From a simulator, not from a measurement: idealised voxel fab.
The name of this process module is voxel trench capacitor.
The width of the displayed cross-section, cut, is 225 nm; its cells are square, with a size of 5 nm.
Cross-sections here: square-cell grids, written as top-down lists of bands, a band being one or more rows of cells. Band: top height; bottom height; in nm. Then, left to right: material with width in nm, for each material. "edge to edge": a single material spanning edge to edge. "empty": empty space. Heads up on the height convention: 0 is the point under which the incoming wafer is all one material, and the lowest band has no bottom, it just keeps going down, like "0 down". A two-number width, for instance "30->40", indicates that the width is equal to the first number in the top row of the band and to the second number in the bottom row, and that it changes by a constant amount per row of cells. For the purposes of this document, the phrase "no modification" attached to a step denotes that no cell within the cross-section was modified by that step. "closed voids" contains a list of empty spaces, each no smaller than 8 cells and without an open way to the top, written in the form width x height at distance with the distance from the left edge and all three in nm. The remark found on a step's line after its settings is issued by the simulator itself and pertains to that step. Among the settings permitted on a step's line is "overlay nm"; applied to a step with a mask, it specifies the extent to which the mask lay to the right of its planned position, whereas a negative figure signifies a position to the left.

## Process steps foreseen in the plan
1) op RECEIVE | material Si
2) op CONFORMAL_DEP | material SiN | thk nm 10
3) op MASKED_ETCH | tone open | mask id TRENCH | width nm 15 | pitch nm 45 | etch materials SiN | depth nm 10 | overlay nm 0
4) op MASKED_ETCH | tone open | mask id TRENCH | width nm 15 | pitch nm 45 | etch materials Si | depth nm 40 | overlay nm 0
5) op CONFORMAL_DEP | material SiO2 | thk nm 5
6) op FILL_DEP | material polySi | thk nm 5
7) op CMP | height nm 10

## So, the first of our two wafers, run just as we planned it

## Shown in cross-section is the wafer as received, that is, as it stands after step 1
> 0 down: Si edge to edge
> closed voids: none

## Wafer after step 2 (cross-section)
> 10 to 0: SiN edge to edge
> Beneath the level 0, the cross-section is identical to its previous state.

## Wafer after step 3 (cross-section)
> 10 to 0: 80 of SiN  15 of empty  30 of SiN  15 of empty  85 of SiN
> Beneath the level 0, the cross-section is identical to its previous state.

## Wafer after step 4 (cross-section)
> 10 to 0: 80 of SiN  15 of empty  30 of SiN  15 of empty  85 of SiN
> 0 to -40: 80 of Si  15 of empty  30 of Si  15 of empty  85 of Si
> Beneath the level -40, the cross-section is identical to its previous state.

## Wafer after step 5 (cross-section)
> 15 to 10: 85 of SiO2  5 of empty  40 of SiO2  5 of empty  90 of SiO2
> 10 to 0: 80 of SiN  5 of SiO2  5 of empty  5 of SiO2  30 of SiN  5 of SiO2  5 of empty  5 of SiO2  85 of SiN
> 0 to -35: 80 of Si  5 of SiO2  5 of empty  5 of SiO2  30 of Si  5 of SiO2  5 of empty  5 of SiO2  85 of Si
> -35 to -40: 80 of Si  15 of SiO2  30 of Si  15 of SiO2  85 of Si
> Beneath the level -40, the cross-section is identical to its previous state.

## Wafer after step 6 (cross-section)
> 20 to 15: polySi edge to edge
> 15 to 10: 85 of SiO2  5 of polySi  40 of SiO2  5 of polySi  90 of SiO2
> 10 to 0: 80 of SiN  5 of SiO2  5 of polySi  5 of SiO2  30 of SiN  5 of SiO2  5 of polySi  5 of SiO2  85 of SiN
> 0 to -35: 80 of Si  5 of SiO2  5 of polySi  5 of SiO2  30 of Si  5 of SiO2  5 of polySi  5 of SiO2  85 of Si
> Beneath the level -35, the cross-section is identical to its previous state.

## Wafer after step 7 (cross-section)
> 10 to 0: 80 of SiN  5 of SiO2  5 of polySi  5 of SiO2  30 of SiN  5 of SiO2  5 of polySi  5 of SiO2  85 of SiN
> Beneath the level 0, the cross-section is identical to its previous state.

## Wafer two of the pair: same origin, same plan, one error during the run; identical to wafer one up to and including step 2

## Cross-section of the second wafer corresponding to the planned conclusion of step 3
> 10 to 0: 80 of empty  15 of SiN  30 of empty  15 of SiN  85 of empty
> Beneath the level 0, the cross-section is identical to its previous state.

Cross-section of the second wafer corresponding to the planned conclusion of step 4: no modification

## Cross-section of the second wafer corresponding to the planned conclusion of step 5
> 15 to 10: 75 of empty  25 of SiO2  20 of empty  25 of SiO2  80 of empty
> 10 to 5: 75 of empty  5 of SiO2  15 of SiN  5 of SiO2  20 of empty  5 of SiO2  15 of SiN  5 of SiO2  80 of empty
> 5 to 0: 80 of SiO2  15 of SiN  30 of SiO2  15 of SiN  85 of SiO2
> Beneath the level 0, the cross-section is identical to its previous state.

## Cross-section of the second wafer corresponding to the planned conclusion of step 6
> 20 to 15: polySi edge to edge
> 15 to 10: 75 of polySi  25 of SiO2  20 of polySi  25 of SiO2  80 of polySi
> 10 to 5: 75 of polySi  5 of SiO2  15 of SiN  5 of SiO2  20 of polySi  5 of SiO2  15 of SiN  5 of SiO2  80 of polySi
> Beneath the level 5, the cross-section is identical to its previous state.

## Cross-section of the second wafer corresponding to the planned conclusion of step 7
> 10 to 5: 75 of polySi  5 of SiO2  15 of SiN  5 of SiO2  20 of polySi  5 of SiO2  15 of SiN  5 of SiO2  80 of polySi
> Beneath the level 5, the cross-section is identical to its previous state.
The mistake made against the process plan was this: step 3 went in with a setting other than planned; the actual run was op MASKED_ETCH | tone cover | mask id TRENCH | width nm 15 | pitch nm 45 | etch materials SiN | depth nm 10 | overlay nm 0
Per the end-of-run cell counts, the second wafer holds more or fewer of some materials than the first: Si +48 | SiN -66 | SiO2 +1 | polySi +17
